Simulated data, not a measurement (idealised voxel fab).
Process module under the name voxel capacitor over wiring
Pictured: cross-section cut, 160 nm wide, on a grid of 5 nm square cells.
Bands, listed from the top down, are how a cross-section gets written in this document; the cross-section itself is a grid of square cells, and a band is one or more rows of them. Within each band entry, the heights of the top and of the bottom of the band appear first, in that order and in nm; the materials of the band then follow from left to right, each with its corresponding width in nm. The designation "all across" on a single material indicates that it fills the band from edge to edge; the designation "empty" indicates empty space. Ref level 0: as-received wafer is one material below here. Bottom band extends down with no lower bound ("0 and below"). The two numbers in a width such as "30..40" mark its ends across the band: the first belongs to the top row of cells, the second to the bottom row, and from each row to the next the width moves by the same amount. Where a step carries "same as before", the cross-section came out of it unchanged, cell for cell. The list in "Closed cavities" covers empty spaces of 8 cells or more that cannot reach the top through any open way, and it gives each as width x height at distance; the distance is from the left edge, and width, height and distance are in nm. That trailing text on a step's line, after the settings, is the simulator's own remark on the step. You can add "overlay nm" to a step's line. For a step with a mask, it describes how far the mask lay to the right of its planned position, and a negative number describes a lay to the left.
## The following list gives the planned process steps
1 RECEIVE with material Si
2 CONFORMAL_DEP with material SiO2, thk nm 10
3 DIRECTIONAL_DEP with material TiN, thk nm 5
4 DIRECTIONAL_DEP with material Ru, thk nm 25
5 DIRECTIONAL_DEP with material aC, thk nm 10
6 PATTERN with tone cover, mask id METAL_1, material resist, width nm 20, pitch nm 85, thk nm 30, overlay nm 0
7 DIRECTIONAL_ETCH with etch materials aC, depth nm 10
8 STRIP with etch materials resist
9 DIRECTIONAL_ETCH with etch materials Ru, depth nm 25
10 DIRECTIONAL_ETCH with etch materials TiN, depth nm 5
11 STRIP with etch materials aC
12 FILL_DEP with material lowk, thk nm 10
13 CMP with height nm 40
14 CONFORMAL_DEP with material SiCN, thk nm 5
15 DIRECTIONAL_DEP with material lowk, thk nm 15
16 PATTERN with tone open, mask id PLUG_1, material resist, width nm 15, thk nm 15, overlay nm 0
17 DIRECTIONAL_ETCH with etch materials lowk, depth nm 15
18 DIRECTIONAL_ETCH with etch materials SiCN, depth nm 5
19 STRIP with etch materials resist
20 EPI with material Ru, thk nm 10
21 EPI with material Ru, thk nm 10
22 DIRECTIONAL_DEP with material TiN, thk nm 5
23 DIRECTIONAL_DEP with material HfO2, thk nm 5
24 DIRECTIONAL_DEP with material TiN, thk nm 10
25 PATTERN with tone cover, mask id UPPER_PLATE, material resist, width nm 70, thk nm 15, overlay nm 0
26 DIRECTIONAL_ETCH with etch materials TiN, depth nm 10
27 DIRECTIONAL_ETCH with etch materials HfO2, depth nm 5
28 STRIP with etch materials resist
29 DIRECTIONAL_DEP with material aC, thk nm 15
30 PATTERN with tone cover, mask id LOWER_PLATE, material resist, width nm 80, thk nm 35, overlay nm 0
31 DIRECTIONAL_ETCH with etch materials aC, depth nm 15
32 STRIP with etch materials resist
33 DIRECTIONAL_ETCH with etch materials TiN, depth nm 5
34 STRIP with etch materials aC
35 FILL_DEP with material SiO2, thk nm 15
36 CMP with height nm 90
37 MASKED_ETCH with tone open, mask id PLUG_2, width nm 15, etch materials SiO2, depth nm 10, overlay nm 0
38 CONFORMAL_DEP with material TiN, thk nm 5
39 FILL_DEP with material Ru, thk nm 10
40 CMP with height nm 90
41 CONFORMAL_DEP with material SiCN, thk nm 5
## Incoming wafer in cross-section (state: after step 1)
	0 and below: Si all across
	Closed cavities: none
## One mistake in running the module, otherwise start and plan as above: cross-section at the end
	95 down to 90: SiCN all across
	90 down to 85: SiO2 40 nm; TiN 5 nm; Ru 5 nm; TiN 5 nm; SiO2 105 nm
	85 down to 80: SiO2 40 nm; TiN 15 nm; SiO2 105 nm
	80 down to 75: SiO2 all across
	75 down to 70: SiO2 30 nm; TiN 70 nm; SiO2 60 nm
	70 down to 65: SiO2 30 nm; HfO2 70 nm; SiO2 60 nm
	65 down to 60: TiN 25 nm; SiO2 5 nm; TiN 70 nm; SiO2 5 nm; TiN 55 nm
	60 down to 45: lowk 30 nm; Ru 15 nm; lowk 115 nm
	45 down to 40: SiCN 30 nm; Ru 15 nm; SiCN 115 nm
	40 down to 15: lowk 25 nm; Ru 20 nm; lowk 65 nm; Ru 20 nm; lowk 30 nm
	15 down to 10: lowk 25 nm; TiN 20 nm; lowk 65 nm; TiN 20 nm; lowk 30 nm
	10 down to 0: SiO2 all across
	0 and below: Si all across
	Closed cavities: none
Run error: in deviation from the planned setting, step 30 was conducted as PATTERN with tone open, mask id LOWER_PLATE, material resist, width nm 80, thk nm 35, overlay nm 0
